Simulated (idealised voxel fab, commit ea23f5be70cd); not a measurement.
process module | voxel self aligned contacts
cross-section cut | 205 nm wide | cells 5 nm
A cross-section is a grid of square cells, given in bands from the top down. A band is one or more rows of cells.
Each band's line starts with the height of the band's top and of its bottom, in nm. Then come its materials from left to right, each with its width in nm. One material with "throughout" fills the band from edge to edge. "air" is empty space.
Height 0 is the level under which the wafer as received is all one material. The lowest band goes on downwards, as in "0 down".
A width such as "30 to 40" changes by the same amount from each row of cells to the next, from the band's top row to its bottom row.
"no change" after a step means that no cell of the cross-section changed.
closed voids: empty space of 8 cells or more with no open way to the top, each as width x height at its distance from the left edge, in nm
after a step's settings: what the simulator itself notes on the step
overlay nm, on a step with a mask: how far to the right of its planned place the mask lay; to the left if negative
plan
1 op RECEIVE | material Si
2 op CONFORMAL_DEP | material SiO2 | thk nm 5
3 op DIRECTIONAL_DEP | material polySi | thk nm 20
4 op DIRECTIONAL_DEP | material SiN | thk nm 20
5 op MASKED_ETCH | tone cover | mask id GATE | width nm 35 | pitch nm 70 | etch materials SiN | depth nm 20 | overlay nm 0
6 op MASKED_ETCH | tone cover | mask id GATE | width nm 35 | pitch nm 70 | etch materials polySi | depth nm 20 | overlay nm 0
7 op CONFORMAL_DEP | material SiN | thk nm 10
8 op DIRECTIONAL_ETCH | etch materials SiN | depth nm 10
9 op FILL_DEP | material SiO2 | thk nm 10
10 op CMP | height nm 50
11 op PATTERN | tone open | mask id CONTACT | material resist | width nm 45 | pitch nm 70 | thk nm 20 | overlay nm 0
12 op DIRECTIONAL_ETCH | etch materials SiO2 | depth nm 50
13 op STRIP | etch materials resist
14 op CONFORMAL_DEP | material TiN | thk nm 5
15 op FILL_DEP | material Ru | thk nm 10
16 op CMP | height nm 50
17 op CONFORMAL_DEP | material SiCN | thk nm 5
first wafer, as planned
as received, after step 1
  0 down: Si throughout
  closed voids: none
after step 2
  5 to 0: SiO2 throughout
  below 0: unchanged
after step 3
  25 to 5: polySi throughout
  below 5: unchanged
after step 4
  45 to 25: SiN throughout
  below 25: unchanged
after step 5
  45 to 25: air 15 | SiN 35 | air 35 | SiN 35 | air 35 | SiN 35 | air 15
  below 25: unchanged
after step 6
  45 to 25: air 15 | SiN 35 | air 35 | SiN 35 | air 35 | SiN 35 | air 15
  25 to 5: air 15 | polySi 35 | air 35 | polySi 35 | air 35 | polySi 35 | air 15
  below 5: unchanged
after step 7
  55 to 25: air 5 | SiN 55 | air 15 | SiN 55 | air 15 | SiN 55 | air 5
  25 to 15: air 5 | SiN 10 | polySi 35 | SiN 10 | air 15 | SiN 10 | polySi 35 | SiN 10 | air 15 | SiN 10 | polySi 35 | SiN 10 | air 5
  15 to 5: SiN 15 | polySi 35 | SiN 35 | polySi 35 | SiN 35 | polySi 35 | SiN 15
  below 5: unchanged
after step 8
  45 to 25: air 5 | SiN 55 | air 15 | SiN 55 | air 15 | SiN 55 | air 5
  25 to 5: air 5 | SiN 10 | polySi 35 | SiN 10 | air 15 | SiN 10 | polySi 35 | SiN 10 | air 15 | SiN 10 | polySi 35 | SiN 10 | air 5
  below 5: unchanged
after step 9
  55 to 45: SiO2 throughout
  45 to 25: SiO2 5 | SiN 55 | SiO2 15 | SiN 55 | SiO2 15 | SiN 55 | SiO2 5
  25 to 5: SiO2 5 | SiN 10 | polySi 35 | SiN 10 | SiO2 15 | SiN 10 | polySi 35 | SiN 10 | SiO2 15 | SiN 10 | polySi 35 | SiN 10 | SiO2 5
  below 5: unchanged
after step 10
  50 to 45: SiO2 throughout
  below 45: unchanged
after step 11
  70 to 50: resist 45 | air 45 | resist 25 | air 45 | resist 45
  below 50: unchanged
after step 12
  70 to 50: resist 45 | air 45 | resist 25 | air 45 | resist 45
  50 to 45: SiO2 45 | air 45 | SiO2 25 | air 45 | SiO2 45
  45 to 25: SiO2 5 | SiN 55 | air 15 | SiN 55 | air 15 | SiN 55 | SiO2 5
  25 to 5: SiO2 5 | SiN 10 | polySi 35 | SiN 10 | air 15 | SiN 10 | polySi 35 | SiN 10 | air 15 | SiN 10 | polySi 35 | SiN 10 | SiO2 5
  5 to 0: SiO2 60 | air 15 | SiO2 55 | air 15 | SiO2 60
  below 0: unchanged
after step 13
  50 to 45: SiO2 45 | air 45 | SiO2 25 | air 45 | SiO2 45
  below 45: unchanged
after step 14
  55 to 50: TiN 50 | air 35 | TiN 35 | air 35 | TiN 50
  50 to 45: SiO2 45 | TiN 20 | air 5 | TiN 20 | SiO2 25 | TiN 20 | air 5 | TiN 20 | SiO2 45
  45 to 25: SiO2 5 | SiN 55 | TiN 5 | air 5 | TiN 5 | SiN 55 | TiN 5 | air 5 | TiN 5 | SiN 55 | SiO2 5
  25 to 5: SiO2 5 | SiN 10 | polySi 35 | SiN 10 | TiN 5 | air 5 | TiN 5 | SiN 10 | polySi 35 | SiN 10 | TiN 5 | air 5 | TiN 5 | SiN 10 | polySi 35 | SiN 10 | SiO2 5
  5 to 0: SiO2 60 | TiN 15 | SiO2 55 | TiN 15 | SiO2 60
  below 0: unchanged
after step 15
  65 to 55: Ru throughout
  55 to 50: TiN 50 | Ru 35 | TiN 35 | Ru 35 | TiN 50
  50 to 45: SiO2 45 | TiN 20 | Ru 5 | TiN 20 | SiO2 25 | TiN 20 | Ru 5 | TiN 20 | SiO2 45
  45 to 25: SiO2 5 | SiN 55 | TiN 5 | Ru 5 | TiN 5 | SiN 55 | TiN 5 | Ru 5 | TiN 5 | SiN 55 | SiO2 5
  25 to 5: SiO2 5 | SiN 10 | polySi 35 | SiN 10 | TiN 5 | Ru 5 | TiN 5 | SiN 10 | polySi 35 | SiN 10 | TiN 5 | Ru 5 | TiN 5 | SiN 10 | polySi 35 | SiN 10 | SiO2 5
  below 5: unchanged
after step 16
  50 to 45: SiO2 45 | TiN 20 | Ru 5 | TiN 20 | SiO2 25 | TiN 20 | Ru 5 | TiN 20 | SiO2 45
  below 45: unchanged
after step 17
  55 to 50: SiCN throughout
  below 50: unchanged
second wafer: like start, like plan, one mistake. Through step 15 it matches the first wafer
when step 16 should have ended: no change
when step 17 should have ended
  70 to 65: SiCN throughout
  below 65: unchanged
what went wrong: step 16 was left out
at the end the second wafer has, in cells: 96 more of Ru | 27 more of TiN
